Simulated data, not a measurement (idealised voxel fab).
process module | voxel self aligned contacts
cross-section cut | 270 nm wide | cells 5 nm
A cross-section is a grid of square cells, given in bands from the top down. A band is one or more rows of cells.
Each band's line starts with the height of the band's top and of its bottom, in nm. Then come its materials from left to right, each with its width in nm. One material with "throughout" fills the band from edge to edge. "air" is empty space.
Height 0 is the level under which the wafer as received is all one material. The lowest band goes on downwards, as in "0 down".
A width such as "30 to 40" changes by the same amount from each row of cells to the next, from the band's top row to its bottom row.
"no change" after a step means that no cell of the cross-section changed.
closed voids: empty space of 8 cells or more with no open way to the top, each as width x height at its distance from the left edge, in nm
after a step's settings: what the simulator itself notes on the step
overlay nm, on a step with a mask: how far to the right of its planned place the mask lay; to the left if negative
plan
1 op RECEIVE | material Si
2 op CONFORMAL_DEP | material SiO2 | thk nm 5
3 op DIRECTIONAL_DEP | material polySi | thk nm 25
4 op DIRECTIONAL_DEP | material SiN | thk nm 25
5 op DIRECTIONAL_DEP | material aC | thk nm 10
6 op PATTERN | tone cover | mask id GATE | material resist | width nm 30 | pitch nm 75 | thk nm 25 | overlay nm 0
7 op DIRECTIONAL_ETCH | etch materials aC | depth nm 10
8 op STRIP | etch materials resist
9 op DIRECTIONAL_ETCH | etch materials SiN | depth nm 25
10 op DIRECTIONAL_ETCH | etch materials polySi | depth nm 25
11 op STRIP | etch materials aC
12 op CONFORMAL_DEP | material SiN | thk nm 10
13 op DIRECTIONAL_ETCH | etch materials SiN | depth nm 10
14 op FILL_DEP | material SiO2 | thk nm 10
15 op CMP | height nm 60
16 op DIRECTIONAL_DEP | material aC | thk nm 10
17 op PATTERN | tone open | mask id CONTACT | material resist | width nm 55 | thk nm 30 | overlay nm 0
18 op DIRECTIONAL_ETCH | etch materials aC | depth nm 10
19 op STRIP | etch materials resist
20 op DIRECTIONAL_ETCH | etch materials SiO2 | depth nm 60
21 op STRIP | etch materials aC
22 op CONFORMAL_DEP | material TiN | thk nm 5
23 op FILL_DEP | material W | thk nm 5
24 op CMP | height nm 60
25 op CONFORMAL_DEP | material SiCN | thk nm 5
first wafer, as planned
as received, after step 1
  0 down: Si throughout
  closed voids: none
after step 2
  5 to 0: SiO2 throughout
  below 0: unchanged
after step 3
  30 to 5: polySi throughout
  below 5: unchanged
after step 4
  55 to 30: SiN throughout
  below 30: unchanged
after step 5
  65 to 55: aC throughout
  below 55: unchanged
after step 6
  90 to 65: air 80 | resist 30 | air 45 | resist 30 | air 85
  below 65: unchanged
after step 7
  80 to 65: air 80 | resist 30 | air 45 | resist 30 | air 85
  65 to 55: air 80 | aC 30 | air 45 | aC 30 | air 85
  below 55: unchanged
after step 8
  65 to 55: air 80 | aC 30 | air 45 | aC 30 | air 85
  below 55: unchanged
after step 9
  65 to 55: air 80 | aC 30 | air 45 | aC 30 | air 85
  55 to 30: air 80 | SiN 30 | air 45 | SiN 30 | air 85
  below 30: unchanged
after step 10
  65 to 55: air 80 | aC 30 | air 45 | aC 30 | air 85
  55 to 30: air 80 | SiN 30 | air 45 | SiN 30 | air 85
  30 to 5: air 80 | polySi 30 | air 45 | polySi 30 | air 85
  below 5: unchanged
after step 11
  55 to 30: air 80 | SiN 30 | air 45 | SiN 30 | air 85
  below 30: unchanged
after step 12
  65 to 30: air 70 | SiN 50 | air 25 | SiN 50 | air 75
  30 to 15: air 70 | SiN 10 | polySi 30 | SiN 10 | air 25 | SiN 10 | polySi 30 | SiN 10 | air 75
  15 to 5: SiN 80 | polySi 30 | SiN 45 | polySi 30 | SiN 85
  below 5: unchanged
after step 13
  55 to 30: air 70 | SiN 50 | air 25 | SiN 50 | air 75
  30 to 5: air 70 | SiN 10 | polySi 30 | SiN 10 | air 25 | SiN 10 | polySi 30 | SiN 10 | air 75
  below 5: unchanged
after step 14
  65 to 55: SiO2 throughout
  55 to 30: SiO2 70 | SiN 50 | SiO2 25 | SiN 50 | SiO2 75
  30 to 5: SiO2 70 | SiN 10 | polySi 30 | SiN 10 | SiO2 25 | SiN 10 | polySi 30 | SiN 10 | SiO2 75
  below 5: unchanged
after step 15
  60 to 55: SiO2 throughout
  below 55: unchanged
after step 16
  70 to 60: aC throughout
  below 60: unchanged
after step 17
  100 to 70: resist 105 | air 55 | resist 110
  below 70: unchanged
after step 18
  90 to 70: resist 105 | air 55 | resist 110
  70 to 60: aC 105 | air 55 | aC 110
  below 60: unchanged
after step 19
  70 to 60: aC 105 | air 55 | aC 110
  below 60: unchanged
after step 20
  70 to 60: aC 105 | air 55 | aC 110
  60 to 55: SiO2 105 | air 55 | SiO2 110
  55 to 30: SiO2 70 | SiN 50 | air 25 | SiN 50 | SiO2 75
  30 to 5: SiO2 70 | SiN 10 | polySi 30 | SiN 10 | air 25 | SiN 10 | polySi 30 | SiN 10 | SiO2 75
  5 to 0: SiO2 120 | air 25 | SiO2 125
  below 0: unchanged
after step 21
  60 to 55: SiO2 105 | air 55 | SiO2 110
  below 55: unchanged
after step 22
  65 to 60: TiN 110 | air 45 | TiN 115
  60 to 55: SiO2 105 | TiN 20 | air 15 | TiN 20 | SiO2 110
  55 to 30: SiO2 70 | SiN 50 | TiN 5 | air 15 | TiN 5 | SiN 50 | SiO2 75
  30 to 5: SiO2 70 | SiN 10 | polySi 30 | SiN 10 | TiN 5 | air 15 | TiN 5 | SiN 10 | polySi 30 | SiN 10 | SiO2 75
  5 to 0: SiO2 120 | TiN 25 | SiO2 125
  below 0: unchanged
after step 23
  70 to 65: W throughout
  65 to 60: TiN 110 | W 45 | TiN 115
  60 to 55: SiO2 105 | TiN 20 | W 15 | TiN 20 | SiO2 110
  55 to 30: SiO2 70 | SiN 50 | TiN 5 | W 15 | TiN 5 | SiN 50 | SiO2 75
  30 to 5: SiO2 70 | SiN 10 | polySi 30 | SiN 10 | TiN 5 | W 15 | TiN 5 | SiN 10 | polySi 30 | SiN 10 | SiO2 75
  below 5: unchanged
after step 24
  60 to 55: SiO2 105 | TiN 20 | W 15 | TiN 20 | SiO2 110
  below 55: unchanged
after step 25
  65 to 60: SiCN throughout
  below 60: unchanged
second wafer: like start, like plan, one mistake. Through step 11 it matches the first wafer
when step 12 should have ended
  60 to 30: air 75 | SiN 40 | air 35 | SiN 40 | air 80
  30 to 10: air 75 | SiN 5 | polySi 30 | SiN 5 | air 35 | SiN 5 | polySi 30 | SiN 5 | air 80
  10 to 5: SiN 80 | polySi 30 | SiN 45 | polySi 30 | SiN 85
  below 5: unchanged
when step 13 should have ended
  50 to 30: air 75 | SiN 40 | air 35 | SiN 40 | air 80
  30 to 5: air 75 | SiN 5 | polySi 30 | SiN 5 | air 35 | SiN 5 | polySi 30 | SiN 5 | air 80
  below 5: unchanged
when step 14 should have ended
  60 to 50: SiO2 throughout
  50 to 30: SiO2 75 | SiN 40 | SiO2 35 | SiN 40 | SiO2 80
  30 to 5: SiO2 75 | SiN 5 | polySi 30 | SiN 5 | SiO2 35 | SiN 5 | polySi 30 | SiN 5 | SiO2 80
  below 5: unchanged
when step 15 should have ended: no change
when step 16 should have ended
  70 to 60: aC throughout
  below 60: unchanged
when step 17 should have ended
  100 to 70: resist 105 | air 55 | resist 110
  below 70: unchanged
when step 18 should have ended
  90 to 70: resist 105 | air 55 | resist 110
  70 to 60: aC 105 | air 55 | aC 110
  below 60: unchanged
when step 19 should have ended
  70 to 60: aC 105 | air 55 | aC 110
  below 60: unchanged
when step 20 should have ended
  70 to 60: aC 105 | air 55 | aC 110
  60 to 50: SiO2 105 | air 55 | SiO2 110
  50 to 30: SiO2 75 | SiN 40 | air 35 | SiN 40 | SiO2 80
  30 to 5: SiO2 75 | SiN 5 | polySi 30 | SiN 5 | air 35 | SiN 5 | polySi 30 | SiN 5 | SiO2 80
  5 to 0: SiO2 115 | air 35 | SiO2 120
  below 0: unchanged
when step 21 should have ended
  60 to 50: SiO2 105 | air 55 | SiO2 110
  below 50: unchanged
when step 22 should have ended
  65 to 60: TiN 110 | air 45 | TiN 115
  60 to 50: SiO2 105 | TiN 5 to 15 | air 45 to 25 | TiN 5 to 15 | SiO2 110
  50 to 30: SiO2 75 | SiN 40 | TiN 5 | air 25 | TiN 5 | SiN 40 | SiO2 80
  30 to 5: SiO2 75 | SiN 5 | polySi 30 | SiN 5 | TiN 5 | air 25 | TiN 5 | SiN 5 | polySi 30 | SiN 5 | SiO2 80
  5 to 0: SiO2 115 | TiN 35 | SiO2 120
  below 0: unchanged
when step 23 should have ended
  70 to 65: W throughout
  65 to 60: TiN 110 | W 45 | TiN 115
  60 to 50: SiO2 105 | TiN 5 to 15 | W 45 to 25 | TiN 5 to 15 | SiO2 110
  50 to 30: SiO2 75 | SiN 40 | TiN 5 | W 25 | TiN 5 | SiN 40 | SiO2 80
  30 to 5: SiO2 75 | SiN 5 | polySi 30 | SiN 5 | TiN 5 | W 25 | TiN 5 | SiN 5 | polySi 30 | SiN 5 | SiO2 80
  below 5: unchanged
when step 24 should have ended
  60 to 50: SiO2 105 | TiN 5 to 15 | W 45 to 25 | TiN 5 to 15 | SiO2 110
  below 50: unchanged
when step 25 should have ended
  65 to 60: SiCN throughout
  below 60: unchanged
what went wrong: step 12 ran as: op CONFORMAL_DEP | material SiN | thk nm 5
at the end the second wafer has, in cells: 56 fewer of SiN | 30 more of SiO2 | 26 more of W
